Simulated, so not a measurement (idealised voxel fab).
Process module heading - voxel ribs on slabs
Square cell edge 5 nm, section width 200 nm, ID cut.
How to read a cross-section here: the picture is a grid of square cells, written as bands going from the top down, and any band can span one or more rows of cells.
First you get the band's top height and its bottom height, in nm, and then the materials it's made of, left to right, with each width in nm. If you see a single material with "full width", that one covers the band edge to edge. "air" is empty space.
Heights from 0 (as-received wafer is one material below). Bottom band endless downward, as "0 down".
Quick explanation for "30 to 40": the width changes in equal steps down the rows of cells, from the first number in the band's top row to the second number in its bottom row.
Step note "everything unchanged" = no cross-section cell changed.
Any empty space of 8 cells or more lacking an open way to the top shows up in "Closed-off voids" as width x height at distance, distance from the left edge, in nm.
Read whatever lies past the settings on a step's line as the simulator's own remark about the step.
A step line may carry the setting "overlay nm", which, for steps involving a mask, states the distance by which the mask lay to the right of its intended position; negative values denote displacement to the left.

Steps planned for the process
1. RECEIVE (material Si)
2. DIRECTIONAL_DEP (material SiO2; thk nm 25)
3. DIRECTIONAL_DEP (material SiN; thk nm 25)
4. MASKED_ETCH (tone cover; mask id RIB; width nm 25; etch materials SiN; depth nm 20; overlay nm 0)
5. DIRECTIONAL_DEP (material aC; thk nm 15)
6. PATTERN (tone cover; mask id SLAB; material resist; width nm 55; thk nm 30; overlay nm -15)
7. DIRECTIONAL_ETCH (etch materials aC; depth nm 15)
8. STRIP (etch materials resist)
9. DIRECTIONAL_ETCH (etch materials SiN; depth nm 5)
10. STRIP (etch materials aC)
11. FILL_DEP (material SiO2; thk nm 20)
12. CMP (height nm 60)
13. DIRECTIONAL_DEP (material W; thk nm 5)
14. MASKED_ETCH (tone cover; mask id HEATER; width nm 35; etch materials W; depth nm 5; overlay nm 0)
15. CONFORMAL_DEP (material SiN; thk nm 10)
Keep in mind the plan's value for the overlay nm of step 6 comes from the first wafer; the wafers don't share that setting, but they do share the same starting point.

The first of several wafers in cross-section, exactly as it reached us after step 1
0 down  Si full width
Closed-off voids: none

Post step 15, the closing step of the module: first of several wafers, cross-sectioned
75 to 70  70 of air | 55 of SiN | 75 of air
70 to 65  SiN full width
65 to 60  80 of SiN | 35 of W | 85 of SiN
60 to 50  SiO2 full width
50 to 30  85 of SiO2 | 25 of SiN | 90 of SiO2
30 to 25  55 of SiO2 | 55 of SiN | 90 of SiO2
25 to 0  SiO2 full width
0 down  Si full width
Closed-off voids: none

The module's end: a cross-section of the last wafer
75 to 70  70 of air | 55 of SiN | 75 of air
70 to 65  SiN full width
65 to 60  80 of SiN | 35 of W | 85 of SiN
60 to 50  SiO2 full width
50 to 30  85 of SiO2 | 25 of SiN | 90 of SiO2
30 to 25  85 of SiO2 | 55 of SiN | 60 of SiO2
25 to 0  SiO2 full width
0 down  Si full width
Closed-off voids: none

The following table contains a row per wafer, in which are reported, at the conclusion of the module, the cells of each material gained (+) or lost (-) since the wafer's receipt, with its closed voids given thereafter
overlay nm -15 | +115 SiN | +449 SiO2 | +7 W | Closed-off voids: none
overlay nm -10 | +115 SiN | +449 SiO2 | +7 W | Closed-off voids: none
overlay nm -5 | +115 SiN | +449 SiO2 | +7 W | Closed-off voids: none
overlay nm 0 | +115 SiN | +449 SiO2 | +7 W | Closed-off voids: none
overlay nm 5 | +115 SiN | +449 SiO2 | +7 W | Closed-off voids: none
overlay nm 10 | +115 SiN | +449 SiO2 | +7 W | Closed-off voids: none
overlay nm 15 | +115 SiN | +449 SiO2 | +7 W | Closed-off voids: none
